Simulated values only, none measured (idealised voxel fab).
The name of this process module is voxel transistor to metal.
205 nm wide, 5 nm square cells: that's cross-section cut.
Cross-section, as written here: a square-cell grid given band by band from the top down, where a band holds one or more rows of cells.
Top, bottom (nm), then materials left to right with widths (nm); lone material tagged "edge to edge" fills the whole band edge to edge; "blank" = empty space.
Heights are measured from 0, the level below which the as-received wafer is all one material; the lowest band has no bottom and continues downward, written as in "0 nm and below".
Width "30->40": first value at the band's top row of cells, second value at its bottom row, equal change from row to row.
The designation "no change", where it is given for a processing step, indicates that no cell of the cross-section was altered in the course of that step.
What "Fully enclosed voids" gives you is every empty space of 8 cells or more that is cut off from the top. Each appears as width x height at distance, with the distance taken from the left edge and width, height and distance all in nm.
That trailing text on a step's line, after the settings, is the simulator's own remark on the step.
On any step carrying a mask, the "overlay nm" setting, if present on the step's line, tells how far right of its planned place the mask lay; negative values point to the left.
[Process steps - plan]
1: RECEIVE: material Si
2: OXIDIZE: depth nm 5
3: CONFORMAL_DEP: material SiN, thk nm 10
4: PATTERN: tone cover, mask id ACTIVE, material resist, width nm 110, thk nm 15, overlay nm 0
5: DIRECTIONAL_ETCH: etch materials SiN, depth nm 10
6: DIRECTIONAL_ETCH: etch materials SiO2, depth nm 5
7: DIRECTIONAL_ETCH: etch materials Si, depth nm 35
8: STRIP: etch materials resist
9: OXIDIZE: depth nm 5
10: FILL_DEP: material SiO2, thk nm 15
11: CMP: height nm 10
12: SELECTIVE_ETCH: etch materials SiO2, depth nm 5
13: STRIP: etch materials SiN
14: SELECTIVE_ETCH: etch materials SiO2, depth nm 5
15: OXIDIZE: depth nm 5
16: DIRECTIONAL_DEP: material polySi, thk nm 25
17: DIRECTIONAL_DEP: material SiCN, thk nm 15
18: MASKED_ETCH: tone cover, mask id GATE, width nm 20, etch materials SiCN, depth nm 25, overlay nm 0
19: MASKED_ETCH: tone cover, mask id GATE, width nm 20, etch materials polySi, depth nm 35, overlay nm 0
20: CONFORMAL_DEP: material SiN, thk nm 5
21: DIRECTIONAL_ETCH: etch materials SiN, depth nm 5
22: DIRECTIONAL_ETCH: etch materials SiO2, depth nm 5
23: DIRECTIONAL_ETCH: etch materials Si, depth nm 5
24: EPI: material pSi, thk nm 10
25: FILL_DEP: material SiO2, thk nm 10
26: CMP: height nm 35
27: DIRECTIONAL_DEP: material SiO2, thk nm 10
28: DIRECTIONAL_DEP: material aC, thk nm 15
29: PATTERN: tone open, mask id CONTACT, material resist, width nm 15, pitch nm 75, thk nm 30, overlay nm 0
30: DIRECTIONAL_ETCH: etch materials aC, depth nm 15
31: STRIP: etch materials resist
32: DIRECTIONAL_ETCH: etch materials SiO2, depth nm 50
33: STRIP: etch materials aC
34: CONFORMAL_DEP: material TiN, thk nm 5
35: FILL_DEP: material W, thk nm 5
36: CMP: height nm 45
37: DIRECTIONAL_DEP: material TiN, thk nm 5
38: DIRECTIONAL_DEP: material W, thk nm 25
39: PATTERN: tone cover, mask id METAL_1, material resist, width nm 15, pitch nm 75, thk nm 15, overlay nm 0
40: DIRECTIONAL_ETCH: etch materials W, depth nm 25
41: DIRECTIONAL_ETCH: etch materials TiN, depth nm 5
42: STRIP: etch materials resist
43: FILL_DEP: material lowk, thk nm 10
44: CMP: height nm 75
45: CONFORMAL_DEP: material SiCN, thk nm 5
46: DIRECTIONAL_DEP: material lowk, thk nm 35
47: MASKED_ETCH: tone open, mask id METAL_2, width nm 15, pitch nm 75, etch materials lowk, depth nm 20, overlay nm 0
48: MASKED_ETCH: tone open, mask id METAL_2_HOLES, width nm 15, pitch nm 75, etch materials lowk, depth nm 15, overlay nm 0
49: MASKED_ETCH: tone open, mask id METAL_2_HOLES, width nm 15, pitch nm 75, etch materials SiCN, depth nm 5, overlay nm 0
50: CONFORMAL_DEP: material TiN, thk nm 5
51: FILL_DEP: material Cu, thk nm 5
52: CMP: height nm 115
53: CONFORMAL_DEP: material SiN, thk nm 5
The plan shows the depth nm of step 12 as the first wafer had it; this setting differs between the wafers, which start out alike.
[Sectional view: first of several wafers, as received, after step 1]
- 0 nm and below = Si edge to edge
- Fully enclosed voids: none
[Take a look at the first of several wafers in cross-section: the module is done, and step 53 was its last step]
- 120 nm to 115 nm = SiN edge to edge
- 115 nm to 80 nm = lowk 55  TiN 5  Cu 5  TiN 5  lowk 60  TiN 5  Cu 5  TiN 5  lowk 60
- 80 nm to 75 nm = SiCN 55  TiN 15  SiCN 60  TiN 15  SiCN 60
- 75 nm to 50 nm = lowk 55  W 15  lowk 60  W 15  lowk 60
- 50 nm to 45 nm = lowk 55  TiN 15  lowk 60  TiN 15  lowk 60
- 45 nm to 35 nm = SiO2 55  TiN 5  W 5  TiN 5  SiO2 60  TiN 5  W 5  TiN 5  SiO2 60
- 35 nm to 20 nm = SiO2 55  TiN 5  W 5  TiN 5  SiO2 15  SiN 5  SiCN 20  SiN 5  SiO2 15  TiN 5  W 5  TiN 5  SiO2 60
- 20 nm to 0 nm = SiO2 55  TiN 5  W 5  TiN 5  SiO2 15  SiN 5  polySi 20  SiN 5  SiO2 15  TiN 5  W 5  TiN 5  SiO2 60
- 0 nm to -5 nm = SiO2 40  SiN 5  SiO2 10  TiN 15  SiO2 5  pSi 10  SiN 5  polySi 20  SiN 5  pSi 10  SiO2 5  TiN 15  SiO2 10  SiN 5  SiO2 45
- -5 nm to -10 nm = SiO2 45  pSi 40  SiO2 30  pSi 40  SiO2 50
- -10 nm to -15 nm = SiO2 50  pSi 35  Si 30  pSi 35  SiO2 55
- -15 nm to -45 nm = SiO2 50  Si 100  SiO2 55
- -45 nm and below = Si edge to edge
- Fully enclosed voids: none
[A cross-section through the last wafer at the close of the module]
- 120 nm to 115 nm = SiN edge to edge
- 115 nm to 80 nm = lowk 55  TiN 5  Cu 5  TiN 5  lowk 60  TiN 5  Cu 5  TiN 5  lowk 60
- 80 nm to 75 nm = SiCN 55  TiN 15  SiCN 60  TiN 15  SiCN 60
- 75 nm to 50 nm = lowk 55  W 15  lowk 60  W 15  lowk 60
- 50 nm to 45 nm = lowk 55  TiN 15  lowk 60  TiN 15  lowk 60
- 45 nm to 35 nm = SiO2 55  TiN 5  W 5  TiN 5  SiO2 60  TiN 5  W 5  TiN 5  SiO2 60
- 35 nm to 20 nm = SiO2 55  TiN 5  W 5  TiN 5  SiO2 15  SiN 5  SiCN 20  SiN 5  SiO2 15  TiN 5  W 5  TiN 5  SiO2 60
- 20 nm to 0 nm = SiO2 55  TiN 5  W 5  TiN 5  SiO2 15  SiN 5  polySi 20  SiN 5  SiO2 15  TiN 5  W 5  TiN 5  SiO2 60
- 0 nm to -5 nm = SiO2 55  TiN 15  SiO2 5  pSi 10  SiN 5  polySi 20  SiN 5  pSi 10  SiO2 5  TiN 15  SiO2 60
- -5 nm to -10 nm = SiO2 45  SiN 5  pSi 35  SiO2 30  pSi 35  SiN 5  SiO2 50
- -10 nm to -15 nm = SiO2 45  SiN 5  SiO2 5  pSi 30  Si 30  pSi 30  SiO2 5  SiN 5  SiO2 50
- -15 nm to -20 nm = SiO2 45  SiN 5  SiO2 5  Si 90  SiO2 5  SiN 5  SiO2 50
- -20 nm to -25 nm = SiO2 55  Si 90  SiO2 60
- -25 nm to -45 nm = SiO2 50  Si 100  SiO2 55
- -45 nm and below = Si edge to edge
- Fully enclosed voids: none
[Table: wafers, a row each; end-of-module cell change per material since receipt, gain (+), loss (-); then closed voids]
depth nm 5 | +14 Cu | -243 Si | +47 SiCN | +59 SiN | +468 SiO2 | +82 TiN | +48 W | +455 lowk | +34 pSi | +20 polySi | Fully enclosed voids: none
depth nm 10 | +14 Cu | -243 Si | +47 SiCN | +57 SiN | +470 SiO2 | +82 TiN | +48 W | +455 lowk | +34 pSi | +20 polySi | Fully enclosed voids: none
depth nm 15 | +14 Cu | -243 Si | +47 SiCN | +59 SiN | +472 SiO2 | +82 TiN | +48 W | +455 lowk | +30 pSi | +20 polySi | Fully enclosed voids: none
depth nm 20 | +14 Cu | -245 Si | +47 SiCN | +61 SiN | +472 SiO2 | +82 TiN | +48 W | +455 lowk | +30 pSi | +20 polySi | Fully enclosed voids: none
depth nm 25 | +14 Cu | -247 Si | +47 SiCN | +63 SiN | +472 SiO2 | +82 TiN | +48 W | +455 lowk | +30 pSi | +20 polySi | Fully enclosed voids: none
